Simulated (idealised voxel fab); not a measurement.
process module | voxel wiring stack
cross-section cut | 245 nm wide | cells 5 nm
A cross-section is a grid of square cells, given in bands from the top down. A band is one or more rows of cells.
Each band's line starts with the height of the band's top and of its bottom, in nm. Then come its materials from left to right, each with its width in nm. One material with "throughout" fills the band from edge to edge. "air" is empty space.
Height 0 is the level under which the wafer as received is all one material. The lowest band goes on downwards, as in "0 down".
A width such as "30 to 40" changes by the same amount from each row of cells to the next, from the band's top row to its bottom row.
"no change" after a step means that no cell of the cross-section changed.
closed voids: empty space of 8 cells or more with no open way to the top, each as width x height at its distance from the left edge, in nm
after a step's settings: what the simulator itself notes on the step
overlay nm, on a step with a mask: how far to the right of its planned place the mask lay; to the left if negative
plan
1 op RECEIVE | material Si
2 op CONFORMAL_DEP | material SiO2 | thk nm 10
3 op CONFORMAL_DEP | material SiN | thk nm 5
4 op DIRECTIONAL_DEP | material lowk | thk nm 20
5 op PATTERN | tone open | mask id METAL_1 | material resist | width nm 30 | pitch nm 45 | thk nm 15 | overlay nm 0
6 op DIRECTIONAL_ETCH | etch materials lowk | depth nm 20
7 op DIRECTIONAL_ETCH | etch materials SiN | depth nm 5
8 op STRIP | etch materials resist
9 op CONFORMAL_DEP | material TiN | thk nm 5
10 op FILL_DEP | material Ru | thk nm 5
11 op CMP | height nm 35
12 op EPI | material Ru | thk nm 5
13 op FILL_DEP | material SiCN | thk nm 5
14 op DIRECTIONAL_DEP | material lowk | thk nm 35
15 op DIRECTIONAL_DEP | material aC | thk nm 10
16 op PATTERN | tone open | mask id METAL_2 | material resist | width nm 30 | pitch nm 45 | thk nm 25 | overlay nm 0
17 op DIRECTIONAL_ETCH | etch materials aC | depth nm 10
18 op STRIP | etch materials resist
19 op DIRECTIONAL_ETCH | etch materials lowk | depth nm 20
20 op STRIP | etch materials aC
21 op DIRECTIONAL_DEP | material aC | thk nm 10
22 op PATTERN | tone open | mask id METAL_2_HOLES | material resist | width nm 15 | thk nm 30 | overlay nm 0
23 op DIRECTIONAL_ETCH | etch materials aC | depth nm 10
24 op STRIP | etch materials resist
25 op DIRECTIONAL_ETCH | etch materials lowk | depth nm 15
26 op DIRECTIONAL_ETCH | etch materials SiCN | depth nm 5
27 op STRIP | etch materials aC
28 op CONFORMAL_DEP | material TiN | thk nm 5
29 op FILL_DEP | material Cu | thk nm 5
30 op CMP | height nm 80
31 op CONFORMAL_DEP | material SiCN | thk nm 5
as received, after step 1
  0 down: Si throughout
  closed voids: none
a wafer at the end: this start, this plan, one mistake
  85 to 80: SiCN throughout
  80 to 65: lowk 80 | TiN 5 | Cu 20 | TiN 5 | lowk 15 | TiN 5 | Cu 20 | TiN 5 | lowk 90
  65 to 60: lowk 80 | TiN 10 | Cu 5 | TiN 15 | lowk 15 | TiN 30 | lowk 90
  60 to 45: lowk 85 | TiN 5 | Cu 5 | TiN 5 | lowk 145
  45 to 40: SiCN 85 | TiN 15 | SiCN 145
  40 to 35: SiCN 80 | Ru 40 | SiCN 5 | Ru 40 | SiCN 80
  35 to 15: lowk 85 | TiN 5 | Ru 20 | TiN 5 | lowk 15 | TiN 5 | Ru 20 | TiN 5 | lowk 85
  15 to 10: SiN 85 | TiN 30 | SiN 15 | TiN 30 | SiN 85
  10 to 0: SiO2 throughout
  0 down: Si throughout
  closed voids: none
what went wrong: step 16 ran as: op PATTERN | tone open | mask id METAL_2 | material resist | width nm 30 | pitch nm 45 | thk nm 25 | overlay nm -5
